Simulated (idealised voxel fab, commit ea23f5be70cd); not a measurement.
Module name: voxel lift off (process module)
Displayed cross-section: cut, width of 150 nm, square cells sized 5 nm.
In this document a cross-section is written as a grid of square cells. It is given as a series of bands, listed from the top down, and a band is one or more rows of cells. Heights first: top, then bottom, in nm. Then materials, left to right, each with a width in nm. "full width" on a single material: fills the band edge to edge. "blank": empty space. Height datum 0, below which the as-received substrate wafer is one material. Lowest band open at the bottom, running downward: "0 and below". The two numbers in a width such as "30->40" mark its ends across the band: the first belongs to the top row of cells, the second to the bottom row, and from each row to the next the width moves by the same amount. "no alteration" (step): cross-section cells unchanged, all of them. "Enclosed empty spaces" lists enclosed empty spaces (at least 8 cells, no open path upward to the top), each as width x height at distance from the left edge, in nm. Anything after a step's settings on that line? It's the simulator's own note about the step. "overlay nm" denotes, for a step that has a mask, the displacement of the mask to the right of its planned place, with negative values corresponding to the left.
Steps planned for the process:
1) RECEIVE | material Si
2) CONFORMAL_DEP | material Al2O3 | thk nm 10
3) PATTERN | tone open | mask id LINES | material resist | width nm 15 | pitch nm 35 | thk nm 25 | overlay nm 0
4) DIRECTIONAL_DEP | material Ru | thk nm 10
5) STRIP | etch materials resist
6) CONFORMAL_DEP | material SiCN | thk nm 10
The following pertains to the first of two wafers, which was processed as planned:
Shown in cross-section is the wafer as received, that is, as it stands after step 1:
- 0 and below  Si full width
- Enclosed empty spaces: none
Step 2 done - wafer cross-section:
- 10 down to 0  Al2O3 full width
- Below a height of 0, the structure has not been altered.
Step 3 done - wafer cross-section:
- 35 down to 10  50 of resist, 15 of blank, 20 of resist, 15 of blank, 50 of resist
- Below a height of 10, the structure has not been altered.
Step 4 done - wafer cross-section:
- 45 down to 35  50 of Ru, 15 of blank, 20 of Ru, 15 of blank, 50 of Ru
- 35 down to 20  50 of resist, 15 of blank, 20 of resist, 15 of blank, 50 of resist
- 20 down to 10  50 of resist, 15 of Ru, 20 of resist, 15 of Ru, 50 of resist
- Below a height of 10, the structure has not been altered.
Step 5 done - wafer cross-section:
- 20 down to 10  50 of blank, 15 of Ru, 20 of blank, 15 of Ru, 50 of blank
- Below a height of 10, the structure has not been altered.
Step 6 done - wafer cross-section:
- 30 down to 20  40 of blank, 70 of SiCN, 40 of blank
- 20 down to 10  50 of SiCN, 15 of Ru, 20 of SiCN, 15 of Ru, 50 of SiCN
- Below a height of 10, the structure has not been altered.
Second wafer - shared start and plan with the first - one error in running - same as the first up to step 2 inclusive:
At the planned end of step 3, the second wafer in cross-section:
- 35 down to 10  50 of blank, 15 of resist, 20 of blank, 15 of resist, 50 of blank
- Below a height of 10, the structure has not been altered.
At the planned end of step 4, the second wafer in cross-section:
- 45 down to 35  50 of blank, 15 of Ru, 20 of blank, 15 of Ru, 50 of blank
- 35 down to 20  50 of blank, 15 of resist, 20 of blank, 15 of resist, 50 of blank
- 20 down to 10  50 of Ru, 15 of resist, 20 of Ru, 15 of resist, 50 of Ru
- Below a height of 10, the structure has not been altered.
At the planned end of step 5, the second wafer in cross-section:
- 20 down to 10  50 of Ru, 15 of blank, 20 of Ru, 15 of blank, 50 of Ru
- Below a height of 10, the structure has not been altered.
At the planned end of step 6, the second wafer in cross-section:
- 30 down to 20  SiCN full width
- 20 down to 10  50 of Ru, 15 of SiCN, 20 of Ru, 15 of SiCN, 50 of Ru
- Below a height of 10, the structure has not been altered.
In executing the process, a mistake was made relative to the plan: the process deviated at step 3: the operation and settings actually run there were PATTERN | tone cover | mask id LINES | material resist | width nm 15 | pitch nm 35 | thk nm 25 | overlay nm 0
Final wafer comparison in cells, second versus first, more or fewer per material: Ru: 36 more | SiCN: 4 fewer
